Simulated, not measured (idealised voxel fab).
Module name: voxel gate over fins (process module)
FYI the section here is cut, 285 nm wide, cells are 5 nm squares.
Throughout this document, each cross-section is represented as a grid of square cells and is presented as a sequence of bands enumerated from the top downward, where a band comprises one or more rows of cells. Heads up on the band format: heights come first, top then bottom, in nm. After that it's the materials left to right, each with its width in nm. A single material flagged "throughout" fills the whole band edge to edge, and "empty" means there's empty space there. All heights in this document are referenced to 0, defined as the level beneath which the wafer, as received, consists entirely of one material. The lowest band is not bounded below; it extends indefinitely downward and is written in the form "0..down". Width spec "30 to 40" -> top row of cells at first value, bottom row at second value, equal per-row change in between. Reading "everything unchanged" for a step: not a cell of the cross-section changed in it. The entry "Enclosed void listing" lists the empty spaces that cover at least 8 cells and have no open path to the top. Each is written as width x height at distance, where the distance is measured from the left edge and all three values are in nm. after a step's settings: what the simulator itself notes on the step. Each step line may optionally specify "overlay nm", which for a step with a mask gives the rightward distance between the mask's planned place and where it lay, a negative value indicating the leftward direction.

So here's the lineup of process steps we planned
1: op RECEIVE | material Si
2: op CONFORMAL_DEP | material SiN | thk nm 10
3: op MASKED_ETCH | tone cover | mask id FINS | width nm 15 | pitch nm 35 | etch materials SiN | depth nm 10 | overlay nm 0
4: op MASKED_ETCH | tone cover | mask id FINS | width nm 15 | pitch nm 35 | etch materials Si | depth nm 30 | overlay nm -15
5: op OXIDIZE | depth nm 5
6: op FILL_DEP | material SiO2 | thk nm 15
7: op CMP | height nm 10
8: op SELECTIVE_ETCH | etch materials SiO2 | depth nm 25
9: op STRIP | etch materials SiN
10: op CONFORMAL_DEP | material HfO2 | thk nm 5
11: op CONFORMAL_DEP | material TiN | thk nm 5
12: op CONFORMAL_DEP | material TiAl | thk nm 5
13: op CONFORMAL_DEP | material TiN | thk nm 5
14: op FILL_DEP | material W | thk nm 10
15: op CMP | height nm 25
16: op CONFORMAL_DEP | material SiN | thk nm 5
Same starting wafers, different overlay nm at step 4. Plan value belongs to the first wafer.

The first of several wafers in cross-section, exactly as it reached us after step 1
	0..down  Si throughout
	Enclosed void listing: none

Below is a per-wafer table. In it, each row describes the wafer at the end of the module by giving, for each material, the number of cells gained (+) or lost (-) since the wafer was received, and after that the closed voids of the wafer
overlay nm -15; +69 HfO2; -349 Si; +57 SiN; +196 SiO2; +65 TiAl; +130 TiN; +174 W; Enclosed void listing: none
overlay nm -10; +69 HfO2; -361 Si; +57 SiN; +204 SiO2; +65 TiAl; +132 TiN; +176 W; Enclosed void listing: none
overlay nm -5; +69 HfO2; -373 Si; +57 SiN; +212 SiO2; +67 TiAl; +132 TiN; +178 W; Enclosed void listing: none
overlay nm 0; +69 HfO2; -385 Si; +57 SiN; +220 SiO2; +69 TiAl; +132 TiN; +180 W; Enclosed void listing: none
overlay nm 5; +69 HfO2; -373 Si; +57 SiN; +212 SiO2; +67 TiAl; +132 TiN; +178 W; Enclosed void listing: none
overlay nm 10; +69 HfO2; -361 Si; +57 SiN; +204 SiO2; +65 TiAl; +132 TiN; +176 W; Enclosed void listing: none
overlay nm 15; +69 HfO2; -349 Si; +57 SiN; +196 SiO2; +65 TiAl; +130 TiN; +174 W; Enclosed void listing: none
